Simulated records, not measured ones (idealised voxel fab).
process module | voxel ribs on slabs
cross-section cut | 275 nm wide | cells 5 nm
A cross-section is a grid of square cells, given in bands from the top down. A band is one or more rows of cells.
Each band's line starts with the height of the band's top and of its bottom, in nm. Then come its materials from left to right, each with its width in nm. One material with "throughout" fills the band from edge to edge. "air" is empty space.
Height 0 is the level under which the wafer as received is all one material. The lowest band goes on downwards, as in "0 down".
A width such as "30 to 40" changes by the same amount from each row of cells to the next, from the band's top row to its bottom row.
"no change" after a step means that no cell of the cross-section changed.
closed voids: empty space of 8 cells or more with no open way to the top, each as width x height at its distance from the left edge, in nm
after a step's settings: what the simulator itself notes on the step
overlay nm, on a step with a mask: how far to the right of its planned place the mask lay; to the left if negative
plan
1 op RECEIVE | material Si
2 op DIRECTIONAL_DEP | material SiO2 | thk nm 20
3 op DIRECTIONAL_DEP | material SiN | thk nm 20
4 op MASKED_ETCH | tone cover | mask id RIB | width nm 25 | etch materials SiN | depth nm 10 | overlay nm 0
5 op MASKED_ETCH | tone cover | mask id SLAB | width nm 55 | etch materials SiN | depth nm 10 | overlay nm 0
6 op FILL_DEP | material SiO2 | thk nm 25
7 op CMP | height nm 60
8 op DIRECTIONAL_DEP | material TiN | thk nm 5
9 op PATTERN | tone cover | mask id HEATER | material resist | width nm 35 | thk nm 20 | overlay nm 0
10 op DIRECTIONAL_ETCH | etch materials TiN | depth nm 5
11 op STRIP | etch materials resist
12 op CONFORMAL_DEP | material SiN | thk nm 10
as received, after step 1
  0 down: Si throughout
  closed voids: none
a wafer at the end: this start, this plan, one mistake
  75 to 70: air 110 | SiN 55 | air 110
  70 to 65: SiN throughout
  65 to 60: SiN 120 | TiN 35 | SiN 120
  60 to 40: SiO2 throughout
  40 to 30: SiO2 125 | SiN 25 | SiO2 125
  30 to 20: SiO2 115 | SiN 45 | SiO2 115
  20 to 0: SiO2 throughout
  0 down: Si throughout
  closed voids: none
what went wrong: step 5 ran as: op MASKED_ETCH | tone cover | mask id SLAB | width nm 45 | etch materials SiN | depth nm 10 | overlay nm 0
